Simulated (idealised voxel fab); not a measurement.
process module | voxel gate over fins
cross-section cut | 235 nm wide | cells 5 nm
A cross-section is a grid of square cells, given in bands from the top down. A band is one or more rows of cells.
Each band's line starts with the height of the band's top and of its bottom, in nm. Then come its materials from left to right, each with its width in nm. One material with "throughout" fills the band from edge to edge. "air" is empty space.
Height 0 is the level under which the wafer as received is all one material. The lowest band goes on downwards, as in "0 down".
A width such as "30 to 40" changes by the same amount from each row of cells to the next, from the band's top row to its bottom row.
"no change" after a step means that no cell of the cross-section changed.
closed voids: empty space of 8 cells or more with no open way to the top, each as width x height at its distance from the left edge, in nm
after a step's settings: what the simulator itself notes on the step
overlay nm, on a step with a mask: how far to the right of its planned place the mask lay; to the left if negative
plan
1 op RECEIVE | material Si
2 op CONFORMAL_DEP | material SiN | thk nm 5
3 op MASKED_ETCH | tone cover | mask id FINS | width nm 15 | pitch nm 55 | etch materials SiN | depth nm 5 | overlay nm 0
4 op MASKED_ETCH | tone cover | mask id FINS | width nm 15 | pitch nm 55 | etch materials Si | depth nm 40 | overlay nm 0
5 op OXIDIZE | depth nm 5
6 op FILL_DEP | material SiO2 | thk nm 5
7 op CMP | height nm 5
8 op MASKED_ETCH | tone open | mask id RAIL | width nm 15 | etch materials SiO2 | depth nm 40 | overlay nm 0
9 op CONFORMAL_DEP | material TiN | thk nm 5
10 op FILL_DEP | material W | thk nm 5
11 op CMP | height nm 5
12 op SELECTIVE_ETCH | etch materials W Ru TiN | depth nm 25
13 op FILL_DEP | material SiO2 | thk nm 5
14 op CMP | height nm 5
15 op SELECTIVE_ETCH | etch materials SiO2 | depth nm 15
16 op STRIP | etch materials SiN
17 op CONFORMAL_DEP | material HfO2 | thk nm 5
18 op CONFORMAL_DEP | material TiN | thk nm 5
19 op CONFORMAL_DEP | material TiAl | thk nm 5
20 op CONFORMAL_DEP | material TiN | thk nm 5
21 op FILL_DEP | material W | thk nm 10
22 op CMP | height nm 25
23 op CONFORMAL_DEP | material SiN | thk nm 10
as received, after step 1
  0 down: Si throughout
  closed voids: none
a wafer at the end: this start, this plan, one mistake
  35 to 25: SiN throughout
  25 to 20: W throughout
  20 to 15: W 40 | TiN 45 | W 10 | TiN 45 | W 10 | TiN 45 | W 40
  15 to 10: W 35 | TiN 10 | TiAl 35 | TiN 20 | TiAl 35 | TiN 20 | TiAl 35 | TiN 10 | W 35
  10 to 5: TiN 40 | TiAl 10 | TiN 25 | TiAl 10 | TiN 10 | TiAl 10 | TiN 25 | TiAl 10 | TiN 10 | TiAl 10 | TiN 25 | TiAl 10 | TiN 40
  5 to 0: TiAl 45 | TiN 10 | HfO2 15 | TiN 10 | TiAl 20 | TiN 10 | HfO2 15 | TiN 10 | TiAl 20 | TiN 10 | HfO2 15 | TiN 10 | TiAl 45
  0 to -5: TiN 50 | HfO2 10 | Si 5 | HfO2 10 | TiN 30 | HfO2 10 | Si 5 | HfO2 10 | TiN 30 | HfO2 10 | Si 5 | HfO2 10 | TiN 50
  -5 to -10: HfO2 55 | Si 15 | HfO2 40 | Si 15 | HfO2 40 | Si 15 | HfO2 55
  -10 to -20: SiO2 55 | Si 15 | SiO2 40 | Si 15 | SiO2 40 | Si 15 | SiO2 55
  -20 to -30: SiO2 55 | Si 15 | SiO2 10 | TiN 5 | W 5 | TiN 5 | SiO2 15 | Si 15 | SiO2 40 | Si 15 | SiO2 55
  -30 to -35: SiO2 55 | Si 15 | SiO2 10 | TiN 15 | SiO2 15 | Si 15 | SiO2 40 | Si 15 | SiO2 55
  -35 to -45: SiO2 55 | Si 15 | SiO2 40 | Si 15 | SiO2 40 | Si 15 | SiO2 55
  -45 down: Si throughout
  closed voids: none
what went wrong: step 4 ran as: op MASKED_ETCH | tone cover | mask id FINS | width nm 25 | pitch nm 55 | etch materials Si | depth nm 40 | overlay nm 0
